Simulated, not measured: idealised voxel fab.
Process module under the name voxel wiring stack
The cross-section on display is named cut; it measures 195 nm wide, and its cells are 5 nm squares.
Cross-section spec: square-cell grid; bands listed top down; each band is one or more rows.
Basically the band line says how high the top is and how high the bottom is, in nm, and then what's in it from left to right, every material with its width in nm. Empty space shows up as "air", and if a single material carries "everywhere" it runs the full band edge to edge.
Measure heights from 0. That's the level where, below it, the as-received wafer is all one material. The lowest band is bottomless and extends downward; write it as in "0 and below".
Top row gets the first number, bottom row gets the second, and each row in between changes by the same step: that is how a band width like "30 to 40" works.
"all unchanged" means the step left every cell of the cross-section as it was.
In the "Enclosed void entries" entry, you get each enclosed empty space of 8 cells or more, one with no open way to the top, written width x height at distance, distance from the left edge, in nm.
Heads up: the bit after the settings on a step's line is the simulator's remark on that step.
A step's line can hold "overlay nm"; with a mask on that step, the setting says how far right of the planned place the mask lay, while a negative setting says it lay to the left.

## List of planned process steps
1) RECEIVE: material Si
2) CONFORMAL_DEP: material SiO2, thk nm 15
3) DIRECTIONAL_DEP: material TiN, thk nm 5
4) DIRECTIONAL_DEP: material W, thk nm 20
5) MASKED_ETCH: tone cover, mask id METAL_1, width nm 25, pitch nm 55, etch materials W, depth nm 20, overlay nm 0
6) MASKED_ETCH: tone cover, mask id METAL_1, width nm 25, pitch nm 55, etch materials TiN, depth nm 5, overlay nm 0
7) CONFORMAL_DEP: material SiN, thk nm 5
8) FILL_DEP: material lowk, thk nm 5
9) CMP: height nm 40
10) CONFORMAL_DEP: material SiCN, thk nm 5
11) DIRECTIONAL_DEP: material SiO2, thk nm 15
12) DIRECTIONAL_DEP: material aC, thk nm 10
13) PATTERN: tone open, mask id PLUG_1, material resist, width nm 15, thk nm 25, overlay nm -15
14) DIRECTIONAL_ETCH: etch materials aC, depth nm 10
15) STRIP: etch materials resist
16) DIRECTIONAL_ETCH: etch materials SiO2, depth nm 15
17) DIRECTIONAL_ETCH: etch materials SiCN, depth nm 5
18) STRIP: etch materials aC
19) EPI: material Ru, thk nm 10
20) EPI: material Ru, thk nm 10
21) CONFORMAL_DEP: material SiN, thk nm 5
22) DIRECTIONAL_DEP: material SiO2, thk nm 25
23) PATTERN: tone open, mask id METAL_2, material resist, width nm 25, pitch nm 55, thk nm 15, overlay nm 0
24) DIRECTIONAL_ETCH: etch materials SiO2, depth nm 25
25) DIRECTIONAL_ETCH: etch materials SiN, depth nm 5
26) STRIP: etch materials resist
27) CONFORMAL_DEP: material TiN, thk nm 5
28) FILL_DEP: material W, thk nm 10
29) CMP: height nm 90
30) CONFORMAL_DEP: material SiN, thk nm 5
Quick note for whoever runs this: the wafers start identical, but the overlay nm at step 13 isn't the same across them. The plan just shows what the first wafer had.

## The first of several wafers, as received after step 1, seen in section
- 0 and below: Si everywhere
- Enclosed void entries: none

## After the module's final step, step 30: the first of several wafers in cross-section
- 95 down to 90: SiN everywhere
- 90 down to 70: 45 of SiO2, then 5 of TiN, then 5 of SiO2, then 5 of TiN, then 15 of W, then 5 of TiN, then 30 of SiO2, then 5 of TiN, then 15 of W, then 5 of TiN, then 60 of SiO2
- 70 down to 65: 55 of SiO2, then 5 of TiN, then 15 of W, then 5 of TiN, then 30 of SiO2, then 5 of TiN, then 15 of W, then 5 of TiN, then 60 of SiO2
- 65 down to 60: 45 of SiN, then 5 of SiO2, then 5 of SiN, then 25 of TiN, then 30 of SiN, then 25 of TiN, then 60 of SiN
- 60 down to 45: 40 of SiO2, then 5 of SiN, then 5 of SiO2, then 5 of SiN, then 140 of SiO2
- 45 down to 40: 40 of SiCN, then 15 of SiN, then 140 of SiCN
- 40 down to 20: 50 of lowk, then 5 of SiN, then 25 of W, then 5 of SiN, then 20 of lowk, then 5 of SiN, then 25 of W, then 5 of SiN, then 55 of lowk
- 20 down to 15: 55 of SiN, then 25 of TiN, then 30 of SiN, then 25 of TiN, then 60 of SiN
- 15 down to 0: SiO2 everywhere
- 0 and below: Si everywhere
- Enclosed void entries: none

## Cross-section of the final wafer among several, taken at the end of the module
- 95 down to 90: SiN everywhere
- 90 down to 65: 55 of SiO2, then 5 of TiN, then 15 of W, then 5 of TiN, then 30 of SiO2, then 5 of TiN, then 15 of W, then 5 of TiN, then 60 of SiO2
- 65 down to 60: 55 of SiN, then 25 of TiN, then 30 of SiN, then 25 of TiN, then 60 of SiN
- 60 down to 45: 70 of SiO2, then 15 of Ru, then 110 of SiO2
- 45 down to 40: 70 of SiCN, then 15 of Ru, then 110 of SiCN
- 40 down to 20: 50 of lowk, then 5 of SiN, then 25 of W, then 5 of SiN, then 20 of lowk, then 5 of SiN, then 25 of W, then 5 of SiN, then 55 of lowk
- 20 down to 15: 55 of SiN, then 25 of TiN, then 30 of SiN, then 25 of TiN, then 60 of SiN
- 15 down to 0: SiO2 everywhere
- 0 and below: Si everywhere
- Enclosed void entries: none

## Below: a row per wafer. Contents at end of module: for every material, cells gained since receipt (+) or lost since receipt (-); then closed voids
overlay nm -15; +36 SiCN; +121 SiN; +370 SiO2; +44 TiN; +70 W; +100 lowk; Enclosed void entries: none
overlay nm -10; +12 Ru; +36 SiCN; +113 SiN; +370 SiO2; +40 TiN; +70 W; +100 lowk; Enclosed void entries: none
overlay nm -5; +12 Ru; +36 SiCN; +113 SiN; +370 SiO2; +40 TiN; +70 W; +100 lowk; Enclosed void entries: none
overlay nm 0; +12 Ru; +36 SiCN; +113 SiN; +370 SiO2; +40 TiN; +70 W; +100 lowk; Enclosed void entries: none
overlay nm 5; +12 Ru; +36 SiCN; +113 SiN; +370 SiO2; +40 TiN; +70 W; +100 lowk; Enclosed void entries: none
overlay nm 10; +12 Ru; +36 SiCN; +113 SiN; +370 SiO2; +40 TiN; +70 W; +100 lowk; Enclosed void entries: none
overlay nm 15; +12 Ru; +36 SiCN; +113 SiN; +370 SiO2; +40 TiN; +70 W; +100 lowk; Enclosed void entries: none
